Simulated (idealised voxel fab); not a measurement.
You're looking at the process module voxel transistor to metal.
Xsec cut, 150 nm wide, square cell size 5 nm.
If you're reading a cross-section in this doc, picture square cells in a grid; it comes to you as bands, top ones listed first down to the bottom, and a band can be one or more rows of cells. Heights first: top, then bottom, in nm. Then materials, left to right, each with a width in nm. "throughout" on a single material: fills the band edge to edge. "air": empty space. The level at which height equals 0 is the one under which the wafer, as it arrives, is entirely one material. No lower edge exists for the bottom band, which continues downward and is notated as in "0..down". Per-row width for "30->40": begins at first number (top row of band), ends at second number (bottom row), increment between rows held constant. Take "no change occurred" at face value: in the step it is given for, the cross-section changed in none of its cells. Enclosed cavity list: empty space of 8 cells or more with no open way to the top, each as width x height at its distance from the left edge, in nm. Step line, after settings: the simulator's comment on this step. The setting "overlay nm" may be written on the line of a step. When the step uses a mask, the value reports how far to the right of the planned place the mask lay, and a negative value reports that it lay to the left.

Steps in the process plan:
1: op RECEIVE | material Si
2: op OXIDIZE | depth nm 5
3: op CONFORMAL_DEP | material SiN | thk nm 10
4: op MASKED_ETCH | tone cover | mask id ACTIVE | width nm 105 | etch materials SiN | depth nm 10 | overlay nm 0
5: op MASKED_ETCH | tone cover | mask id ACTIVE | width nm 105 | etch materials SiO2 | depth nm 5 | overlay nm 0
6: op MASKED_ETCH | tone cover | mask id ACTIVE | width nm 105 | etch materials Si | depth nm 25 | overlay nm 0
7: op FILL_DEP | material SiO2 | thk nm 15
8: op CMP | height nm 10
9: op SELECTIVE_ETCH | etch materials SiO2 | depth nm 10
10: op STRIP | etch materials SiN
11: op SELECTIVE_ETCH | etch materials SiO2 | depth nm 5
12: op OXIDIZE | depth nm 5
13: op DIRECTIONAL_DEP | material polySi | thk nm 20
14: op DIRECTIONAL_DEP | material SiCN | thk nm 10
15: op PATTERN | tone cover | mask id GATE | material resist | width nm 15 | thk nm 15 | overlay nm 0
16: op DIRECTIONAL_ETCH | etch materials SiCN | depth nm 20
17: op DIRECTIONAL_ETCH | etch materials polySi | depth nm 30
18: op STRIP | etch materials resist
19: op CONFORMAL_DEP | material SiO2 | thk nm 5
20: op DIRECTIONAL_ETCH | etch materials SiO2 | depth nm 5
21: op CONFORMAL_DEP | material SiN | thk nm 10
22: op DIRECTIONAL_ETCH | etch materials SiN | depth nm 10
23: op DIRECTIONAL_ETCH | etch materials SiO2 | depth nm 5
24: op DIRECTIONAL_ETCH | etch materials Si | depth nm 5
25: op EPI | material SiGe | thk nm 5
26: op FILL_DEP | material SiO2 | thk nm 5
27: op CMP | height nm 25
28: op DIRECTIONAL_DEP | material SiO2 | thk nm 10
29: op DIRECTIONAL_DEP | material aC | thk nm 15
30: op PATTERN | tone open | mask id CONTACT | material resist | width nm 30 | pitch nm 55 | thk nm 35 | overlay nm 0
31: op DIRECTIONAL_ETCH | etch materials aC | depth nm 15
32: op STRIP | etch materials resist
33: op DIRECTIONAL_ETCH | etch materials SiO2 | depth nm 45
34: op STRIP | etch materials aC
35: op CONFORMAL_DEP | material TiN | thk nm 5
36: op FILL_DEP | material W | thk nm 5
37: op CMP | height nm 35
38: op DIRECTIONAL_DEP | material TiN | thk nm 5
39: op DIRECTIONAL_DEP | material Ru | thk nm 15
40: op PATTERN | tone cover | mask id METAL_1 | material resist | width nm 15 | pitch nm 70 | thk nm 20 | overlay nm 0
41: op DIRECTIONAL_ETCH | etch materials Ru | depth nm 15
42: op DIRECTIONAL_ETCH | etch materials TiN | depth nm 5
43: op STRIP | etch materials resist
44: op CONFORMAL_DEP | material SiCN | thk nm 5
45: op FILL_DEP | material lowk | thk nm 10
46: op CMP | height nm 55
47: op CONFORMAL_DEP | material SiCN | thk nm 5
48: op DIRECTIONAL_DEP | material SiO2 | thk nm 35
49: op PATTERN | tone open | mask id METAL_2 | material resist | width nm 15 | pitch nm 70 | thk nm 20 | overlay nm 0
50: op DIRECTIONAL_ETCH | etch materials SiO2 | depth nm 20
51: op STRIP | etch materials resist
52: op DIRECTIONAL_DEP | material aC | thk nm 10
53: op PATTERN | tone open | mask id METAL_2_HOLES | material resist | width nm 15 | pitch nm 70 | thk nm 30 | overlay nm 0
54: op DIRECTIONAL_ETCH | etch materials aC | depth nm 10
55: op STRIP | etch materials resist
56: op DIRECTIONAL_ETCH | etch materials SiO2 | depth nm 15
57: op DIRECTIONAL_ETCH | etch materials SiCN | depth nm 5
58: op STRIP | etch materials aC
59: op CONFORMAL_DEP | material TiN | thk nm 5
60: op FILL_DEP | material Cu | thk nm 5
61: op CMP | height nm 95
62: op CONFORMAL_DEP | material SiCN | thk nm 5
Where the wafers of this document differ is in the width nm of step 15; they start out the same, and the plan states the value that applied to the first wafer.

As-received cross-section, first of several wafers, post step 1:
0..down | Si throughout
Enclosed cavity list: none

End of module: cross-section of the first of several wafers after step 62, the last step:
100..95 | SiCN throughout
95..60 | 30 of SiO2 | 5 of TiN | 5 of Cu | 5 of TiN | 55 of SiO2 | 5 of TiN | 5 of Cu | 5 of TiN | 35 of SiO2
60..55 | 30 of SiCN | 15 of TiN | 55 of SiCN | 15 of TiN | 35 of SiCN
55..40 | 25 of lowk | 5 of SiCN | 15 of Ru | 5 of SiCN | 45 of lowk | 5 of SiCN | 15 of Ru | 5 of SiCN | 30 of lowk
40..35 | 30 of SiCN | 15 of TiN | 55 of SiCN | 15 of TiN | 35 of SiCN
35..25 | 30 of SiO2 | 5 of TiN | 20->10 of W | 5->15 of TiN | 25 of SiO2 | 5->15 of TiN | 20->10 of W | 5 of TiN | 35 of SiO2
25..15 | 30 of SiO2 | 5 of TiN | 10 of W | 5 of TiN | 10 of SiN | 5 of SiO2 | 15 of SiCN | 5 of SiO2 | 10 of SiN | 5 of TiN | 10 of W | 5 of TiN | 35 of SiO2
15..0 | 30 of SiO2 | 5 of TiN | 10 of W | 5 of TiN | 10 of SiN | 5 of SiO2 | 15 of polySi | 5 of SiO2 | 10 of SiN | 5 of TiN | 10 of W | 5 of TiN | 35 of SiO2
0..-5 | 30 of SiO2 | 5 of TiN | 5 of W | 10 of TiN | 10 of SiN | 5 of SiO2 | 15 of polySi | 5 of SiO2 | 10 of SiN | 10 of TiN | 5 of W | 5 of TiN | 35 of SiO2
-5..-10 | 30 of SiO2 | 15 of TiN | 5 of SiGe | 45 of SiO2 | 5 of SiGe | 15 of TiN | 35 of SiO2
-10..-15 | 20 of SiO2 | 30 of SiGe | 45 of Si | 30 of SiGe | 25 of SiO2
-15..-30 | 20 of SiO2 | 105 of Si | 25 of SiO2
-30..down | Si throughout
Enclosed cavity list: none

Cross-sectional view of the final wafer of several at the module's end:
100..95 | SiCN throughout
95..60 | 30 of SiO2 | 5 of TiN | 5 of Cu | 5 of TiN | 55 of SiO2 | 5 of TiN | 5 of Cu | 5 of TiN | 35 of SiO2
60..55 | 30 of SiCN | 15 of TiN | 55 of SiCN | 15 of TiN | 35 of SiCN
55..40 | 25 of lowk | 5 of SiCN | 15 of Ru | 5 of SiCN | 45 of lowk | 5 of SiCN | 15 of Ru | 5 of SiCN | 30 of lowk
40..35 | 30 of SiCN | 15 of TiN | 55 of SiCN | 15 of TiN | 35 of SiCN
35..30 | 30 of SiO2 | 5 of TiN | 20 of W | 5 of TiN | 25 of SiO2 | 5 of TiN | 20 of W | 5 of TiN | 35 of SiO2
30..25 | 30 of SiO2 | 5 of TiN | 5 of W | 20 of TiN | 25 of SiO2 | 30 of TiN | 35 of SiO2
25..15 | 30 of SiO2 | 5 of TiN | 5 of W | 5 of TiN | 10 of SiN | 5 of TiN | 30 of SiCN | 5 of TiN | 10 of SiN | 10 of TiN | 35 of SiO2
15..0 | 30 of SiO2 | 5 of TiN | 5 of W | 5 of TiN | 10 of SiN | 5 of TiN | 30 of polySi | 5 of TiN | 10 of SiN | 10 of TiN | 35 of SiO2
0..-5 | 30 of SiO2 | 15 of TiN | 10 of SiN | 5 of TiN | 30 of polySi | 5 of TiN | 10 of SiN | 10 of TiN | 35 of SiO2
-5..-10 | 30 of SiO2 | 10 of TiN | 5 of SiGe | 10 of SiO2 | 5 of TiN | 30 of SiO2 | 5 of TiN | 10 of SiO2 | 5 of SiGe | 5 of TiN | 35 of SiO2
-10..-15 | 20 of SiO2 | 25 of SiGe | 60 of Si | 20 of SiGe | 25 of SiO2
-15..-30 | 20 of SiO2 | 105 of Si | 25 of SiO2
-30..down | Si throughout
Enclosed cavity list: none

Row per wafer, end-of-module: cell gain (+)/loss (-) by material since the wafer came in, then closed voids:
width nm 15, +14 Cu, +18 Ru, -108 Si, +96 SiCN, +14 SiGe, +24 SiN, +352 SiO2, +84 TiN, +34 W, +60 lowk, +12 polySi, Enclosed cavity list: none
width nm 20, +14 Cu, +18 Ru, -107 Si, +98 SiCN, +13 SiGe, +24 SiN, +346 SiO2, +91 TiN, +27 W, +60 lowk, +16 polySi, Enclosed cavity list: none
width nm 25, +14 Cu, +18 Ru, -106 Si, +100 SiCN, +12 SiGe, +24 SiN, +340 SiO2, +98 TiN, +20 W, +60 lowk, +20 polySi, Enclosed cavity list: none
width nm 30, +14 Cu, +18 Ru, -105 Si, +102 SiCN, +11 SiGe, +24 SiN, +341 SiO2, +97 TiN, +14 W, +60 lowk, +24 polySi, Enclosed cavity list: none
